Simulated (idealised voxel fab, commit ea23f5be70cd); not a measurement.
The following is a process module called voxel ribs on slabs.
Pictured: cross-section cut, 280 nm wide, on a grid of 5 nm square cells.
Bands, listed from the top down, are how a cross-section gets written in this document; the cross-section itself is a grid of square cells, and a band is one or more rows of them. Within each band entry, the heights of the top and of the bottom of the band appear first, in that order and in nm; the materials of the band then follow from left to right, each with its corresponding width in nm. The designation "edge to edge" on a single material indicates that it fills the band from edge to edge; the designation "blank" indicates empty space. Height is counted from the level 0, under which the received wafer is composed throughout of one material. The lowest of the bands is not closed at the bottom but continues downward, in the notation "0 down". Per-row width for "30->40": begins at first number (top row of band), ends at second number (bottom row), increment between rows held constant. You'll sometimes find "no alterations made" written for a step, and that's the way of saying that nowhere in the cross-section did a cell change during that step. What "Unvented internal voids" gives you is every empty space of 8 cells or more that is cut off from the top. Each appears as width x height at distance, with the distance taken from the left edge and width, height and distance all in nm. Formally, on a step line, whatever follows the settings is a remark that the simulator itself makes on the step. overlay nm: how far to the right of its planned place the mask lay on this masked step (negative: to the left).
THE STEPS PLANNED FOR THE PROCESS ARE AS FOLLOWS
1. RECEIVE | material Si
2. DIRECTIONAL_DEP | material SiO2 | thk nm 25
3. DIRECTIONAL_DEP | material polySi | thk nm 15
4. DIRECTIONAL_DEP | material aC | thk nm 10
5. PATTERN | tone cover | mask id RIB | material resist | width nm 15 | thk nm 30 | overlay nm 0
6. DIRECTIONAL_ETCH | etch materials aC | depth nm 10
7. STRIP | etch materials resist
8. DIRECTIONAL_ETCH | etch materials polySi | depth nm 10
9. STRIP | etch materials aC
10. DIRECTIONAL_DEP | material aC | thk nm 15
11. PATTERN | tone cover | mask id SLAB | material resist | width nm 55 | thk nm 35 | overlay nm 0
12. DIRECTIONAL_ETCH | etch materials aC | depth nm 15
13. STRIP | etch materials resist
14. DIRECTIONAL_ETCH | etch materials polySi | depth nm 5
15. STRIP | etch materials aC
16. FILL_DEP | material SiO2 | thk nm 20
17. CMP | height nm 50
18. DIRECTIONAL_DEP | material TiN | thk nm 5
19. DIRECTIONAL_DEP | material aC | thk nm 15
20. PATTERN | tone cover | mask id HEATER | material resist | width nm 25 | thk nm 35 | overlay nm 0
21. DIRECTIONAL_ETCH | etch materials aC | depth nm 15
22. STRIP | etch materials resist
23. DIRECTIONAL_ETCH | etch materials TiN | depth nm 5
24. STRIP | etch materials aC
25. CONFORMAL_DEP | material SiO2 | thk nm 10
WAFER CROSS-SECTION ON RECEIPT, I.E. AFTER STEP 1
	0 down | Si edge to edge
	Unvented internal voids: none
MODULE COMPLETE, CROSS-SECTION. STARTING POINT AND PLAN PER ABOVE. ONE MISTAKE MADE IN RUNNING THE MODULE
	65 to 60 | 115 nm blank | 45 nm SiO2 | 120 nm blank
	60 to 55 | SiO2 edge to edge
	55 to 50 | 125 nm SiO2 | 25 nm TiN | 130 nm SiO2
	50 to 15 | SiO2 edge to edge
	15 to 0 | polySi edge to edge
	0 down | Si edge to edge
	Unvented internal voids: none
what went wrong: step 3 occupied the plan position of step 2, and the converse holds as well
